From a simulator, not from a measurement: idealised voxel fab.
Process module under the name voxel spacer lines
Square cells of 5 nm make up the cross-section cut, whose width is 175 nm.
Throughout this document, each cross-section is represented as a grid of square cells and is presented as a sequence of bands enumerated from the top downward, where a band comprises one or more rows of cells. The entry gives the band's vertical extent as a top height and a bottom height in nm, then its horizontal make-up as materials from left to right, each with a width in nm. "air" stands for empty space; a single material marked "all across" fills the band edge to edge. Heights are measured from 0, the level below which the as-received wafer is all one material; the lowest band has no bottom and continues downward, written as in "0..down". A width given as "30 to 40" starts at the first number in the band's top row and ends at the second number in its bottom row, shifting by an equal amount at every step from row to row. "no modifications" for a step: no cell of the cross-section changed in that step. If an empty space has no open way to the top and is at least 8 cells in size, "Enclosed void entries" lists it, written width x height at distance, where distance is measured from the left edge and every value is in nm. Text after the settings on a step's line: the simulator's own remark on that step. Steps that use a mask can have "overlay nm" on their line. It says how far the mask sat to the right of where it was meant to be. Negative means to the left.

# The planned process steps are enumerated hereunder
1. RECEIVE [material Si]
2. CONFORMAL_DEP [material Al2O3] [thk nm 5]
3. DIRECTIONAL_DEP [material SiN] [thk nm 15]
4. DIRECTIONAL_DEP [material aC] [thk nm 25]
5. PATTERN [tone cover] [mask id MANDREL] [material resist] [width nm 15] [pitch nm 50] [thk nm 30] [overlay nm 0]
6. DIRECTIONAL_ETCH [etch materials aC] [depth nm 25]
7. STRIP [etch materials resist]
8. CONFORMAL_DEP [material SiO2] [thk nm 10]
9. DIRECTIONAL_ETCH [etch materials SiO2] [depth nm 10]
10. STRIP [etch materials aC]
11. DIRECTIONAL_ETCH [etch materials SiN] [depth nm 15]
12. STRIP [etch materials SiO2]

# Cross-section of the incoming wafer, state after step 1
- 0..down  Si all across
- Enclosed void entries: none

# Below is the wafer in cross-section after the module was completed. It began from the starting point shown above and followed the plan shown above, except that one mistake was made while running it
- 20..5  air: 30 / SiN: 15 / air: 35 / SiN: 15 / air: 35 / SiN: 15 / air: 30
- 5..0  Al2O3 all across
- 0..down  Si all across
- Enclosed void entries: none
what went wrong: heads up, step 5 didn't go per plan, it actually ran as PATTERN [tone open] [mask id MANDREL] [material resist] [width nm 15] [pitch nm 50] [thk nm 30] [overlay nm 0]
